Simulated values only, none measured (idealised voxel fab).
process module | voxel gate over fins
cross-section cut | 290 nm wide | cells 5 nm
A cross-section is a grid of square cells, given in bands from the top down. A band is one or more rows of cells.
Each band's line starts with the height of the band's top and of its bottom, in nm. Then come its materials from left to right, each with its width in nm. One material with "throughout" fills the band from edge to edge. "air" is empty space.
Height 0 is the level under which the wafer as received is all one material. The lowest band goes on downwards, as in "0 down".
A width such as "30 to 40" changes by the same amount from each row of cells to the next, from the band's top row to its bottom row.
"no change" after a step means that no cell of the cross-section changed.
closed voids: empty space of 8 cells or more with no open way to the top, each as width x height at its distance from the left edge, in nm
after a step's settings: what the simulator itself notes on the step
overlay nm, on a step with a mask: how far to the right of its planned place the mask lay; to the left if negative
plan
1 op RECEIVE | material Si
2 op CONFORMAL_DEP | material SiN | thk nm 10
3 op DIRECTIONAL_DEP | material aC | thk nm 10
4 op PATTERN | tone cover | mask id FINS | material resist | width nm 15 | pitch nm 45 | thk nm 30 | overlay nm 0
5 op DIRECTIONAL_ETCH | etch materials aC | depth nm 10
6 op STRIP | etch materials resist
7 op DIRECTIONAL_ETCH | etch materials SiN | depth nm 10
8 op DIRECTIONAL_ETCH | etch materials Si | depth nm 40
9 op STRIP | etch materials aC
10 op OXIDIZE | depth nm 5
11 op FILL_DEP | material SiO2 | thk nm 5
12 op CMP | height nm 10
13 op SELECTIVE_ETCH | etch materials SiO2 | depth nm 25
14 op STRIP | etch materials SiN
15 op CONFORMAL_DEP | material HfO2 | thk nm 5
16 op CONFORMAL_DEP | material TiN | thk nm 5
17 op CONFORMAL_DEP | material TiAl | thk nm 5
18 op CONFORMAL_DEP | material TiN | thk nm 5
19 op FILL_DEP | material W | thk nm 10
20 op CMP | height nm 25
21 op CONFORMAL_DEP | material SiN | thk nm 5
as received, after step 1
  0 down: Si throughout
  closed voids: none
a wafer at the end: this start, this plan, one mistake
  30 to 25: SiN throughout
  25 to 20: W throughout
  20 to 15: W 75 | TiN 135 | W 80
  15 to 10: W 75 | TiN 5 | TiAl 35 | TiN 10 | TiAl 35 | TiN 10 | TiAl 35 | TiN 5 | W 80
  10 to 5: W 75 | TiN 5 | TiAl 5 | TiN 25 | TiAl 5 | TiN 10 | TiAl 5 | TiN 25 | TiAl 5 | TiN 10 | TiAl 5 | TiN 25 | TiAl 5 | TiN 5 | W 80
  5 to 0: W 75 | TiN 5 | TiAl 5 | TiN 5 | HfO2 15 | TiN 5 | TiAl 5 | TiN 10 | TiAl 5 | TiN 5 | HfO2 15 | TiN 5 | TiAl 5 | TiN 10 | TiAl 5 | TiN 5 | HfO2 15 | TiN 5 | TiAl 5 | TiN 5 | W 80
  0 to -20: W 75 | TiN 5 | TiAl 5 | TiN 5 | HfO2 5 | Si 5 | HfO2 5 | TiN 5 | TiAl 5 | TiN 10 | TiAl 5 | TiN 5 | HfO2 5 | Si 5 | HfO2 5 | TiN 5 | TiAl 5 | TiN 10 | TiAl 5 | TiN 5 | HfO2 5 | Si 5 | HfO2 5 | TiN 5 | TiAl 5 | TiN 5 | W 80
  -20 to -25: TiN 80 | TiAl 5 | TiN 5 | HfO2 5 | Si 5 | HfO2 5 | TiN 5 | TiAl 5 | TiN 10 | TiAl 5 | TiN 5 | HfO2 5 | Si 5 | HfO2 5 | TiN 5 | TiAl 5 | TiN 10 | TiAl 5 | TiN 5 | HfO2 5 | Si 5 | HfO2 5 | TiN 5 | TiAl 5 | TiN 85
  -25 to -30: TiAl 85 | TiN 5 | HfO2 5 | Si 5 | HfO2 5 | TiN 5 | TiAl 20 | TiN 5 | HfO2 5 | Si 5 | HfO2 5 | TiN 5 | TiAl 20 | TiN 5 | HfO2 5 | Si 5 | HfO2 5 | TiN 5 | TiAl 90
  -30 to -35: TiN 90 | HfO2 5 | Si 5 | HfO2 5 | TiN 30 | HfO2 5 | Si 5 | HfO2 5 | TiN 30 | HfO2 5 | Si 5 | HfO2 5 | TiN 95
  -35 to -40: HfO2 95 | Si 5 | HfO2 40 | Si 5 | HfO2 40 | Si 5 | HfO2 100
  -40 to -45: SiO2 95 | Si 5 | SiO2 40 | Si 5 | SiO2 40 | Si 5 | SiO2 100
  -45 down: Si throughout
  closed voids: none
what went wrong: step 13 was run twice
